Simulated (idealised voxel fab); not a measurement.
Documented hereafter: the process module known as voxel lift off.
The cross-section on display is named cut; it measures 285 nm wide, and its cells are 5 nm squares.
Bands, listed from the top down, are how a cross-section gets written in this document; the cross-section itself is a grid of square cells, and a band is one or more rows of them. Each band's line starts with the height of the band's top and of its bottom, in nm. Then come its materials from left to right, each with its width in nm. One material with "throughout" fills the band from edge to edge. "empty" is empty space. Ref level 0: as-received wafer is one material below here. Bottom band extends down with no lower bound ("from 0 down"). The width entry "30 to 40" should be interpreted row by row: the top row of cells in the band takes the first number, the bottom row takes the second number, and the change between adjacent rows is uniform throughout. A step reported as "changes: none" is a step in which no cell of the cross-section changed. The list in "Enclosed void entries" covers empty spaces of 8 cells or more that cannot reach the top through any open way, and it gives each as width x height at distance; the distance is from the left edge, and width, height and distance are in nm. Text after the settings on a step's line: the simulator's own remark on that step. When a step includes a mask, the "overlay nm" setting on its line states how far to the right of its planned place that mask lay, and negative values state how far to the left.

Below is the list of planned process steps
1: RECEIVE: material Si
2: CONFORMAL_DEP: material Al2O3, thk nm 15
3: PATTERN: tone open, mask id LINES, material resist, width nm 20, pitch nm 40, thk nm 30, overlay nm 0
4: DIRECTIONAL_DEP: material Ru, thk nm 15
5: STRIP: etch materials resist
6: CONFORMAL_DEP: material SiO2, thk nm 5

The first of a set of two wafers, run to plan

Cross-section of the incoming wafer, state after step 1
- from 0 down = Si throughout
- Enclosed void entries: none

Cross-section through the wafer, step 2 finished
- from 15 to 0 = Al2O3 throughout
- Beneath the level 0, the cross-section is identical to its previous state.

Cross-section through the wafer, step 3 finished
- from 45 to 15 = resist 70 | empty 20 | resist 20 | empty 20 | resist 20 | empty 20 | resist 20 | empty 20 | resist 75
- Beneath the level 15, the cross-section is identical to its previous state.

Cross-section through the wafer, step 4 finished
- from 60 to 45 = Ru 70 | empty 20 | Ru 20 | empty 20 | Ru 20 | empty 20 | Ru 20 | empty 20 | Ru 75
- from 45 to 30 = resist 70 | empty 20 | resist 20 | empty 20 | resist 20 | empty 20 | resist 20 | empty 20 | resist 75
- from 30 to 15 = resist 70 | Ru 20 | resist 20 | Ru 20 | resist 20 | Ru 20 | resist 20 | Ru 20 | resist 75
- Beneath the level 15, the cross-section is identical to its previous state.

Cross-section through the wafer, step 5 finished
- from 30 to 15 = empty 70 | Ru 20 | empty 20 | Ru 20 | empty 20 | Ru 20 | empty 20 | Ru 20 | empty 75
- Beneath the level 15, the cross-section is identical to its previous state.

Cross-section through the wafer, step 6 finished
- from 35 to 30 = empty 65 | SiO2 30 | empty 10 | SiO2 30 | empty 10 | SiO2 30 | empty 10 | SiO2 30 | empty 70
- from 30 to 20 = empty 65 | SiO2 5 | Ru 20 | SiO2 5 | empty 10 | SiO2 5 | Ru 20 | SiO2 5 | empty 10 | SiO2 5 | Ru 20 | SiO2 5 | empty 10 | SiO2 5 | Ru 20 | SiO2 5 | empty 70
- from 20 to 15 = SiO2 70 | Ru 20 | SiO2 20 | Ru 20 | SiO2 20 | Ru 20 | SiO2 20 | Ru 20 | SiO2 75
- Beneath the level 15, the cross-section is identical to its previous state.

Second wafer - shared start and plan with the first - one error in running - same as the first up to step 1 inclusive

Second wafer: cross-section at the scheduled end of step 2: changes: none

Second wafer: cross-section at the scheduled end of step 3
- from 30 to 0 = resist 70 | empty 20 | resist 20 | empty 20 | resist 20 | empty 20 | resist 20 | empty 20 | resist 75
- Beneath the level 0, the cross-section is identical to its previous state.

Second wafer: cross-section at the scheduled end of step 4
- from 45 to 30 = Ru 70 | empty 20 | Ru 20 | empty 20 | Ru 20 | empty 20 | Ru 20 | empty 20 | Ru 75
- from 30 to 15 = resist 70 | empty 20 | resist 20 | empty 20 | resist 20 | empty 20 | resist 20 | empty 20 | resist 75
- from 15 to 0 = resist 70 | Ru 20 | resist 20 | Ru 20 | resist 20 | Ru 20 | resist 20 | Ru 20 | resist 75
- Beneath the level 0, the cross-section is identical to its previous state.

Second wafer: cross-section at the scheduled end of step 5
- from 15 to 0 = empty 70 | Ru 20 | empty 20 | Ru 20 | empty 20 | Ru 20 | empty 20 | Ru 20 | empty 75
- Beneath the level 0, the cross-section is identical to its previous state.

Second wafer: cross-section at the scheduled end of step 6
- from 20 to 15 = empty 65 | SiO2 30 | empty 10 | SiO2 30 | empty 10 | SiO2 30 | empty 10 | SiO2 30 | empty 70
- from 15 to 5 = empty 65 | SiO2 5 | Ru 20 | SiO2 5 | empty 10 | SiO2 5 | Ru 20 | SiO2 5 | empty 10 | SiO2 5 | Ru 20 | SiO2 5 | empty 10 | SiO2 5 | Ru 20 | SiO2 5 | empty 70
- from 5 to 0 = SiO2 70 | Ru 20 | SiO2 20 | Ru 20 | SiO2 20 | Ru 20 | SiO2 20 | Ru 20 | SiO2 75
- Beneath the level 0, the cross-section is identical to its previous state.
Where did the run depart from the plan? step 2 of the plan was bypassed and not carried out
End check, counted in cells, second wafer has more or fewer of these materials than the first: -171 Al2O3
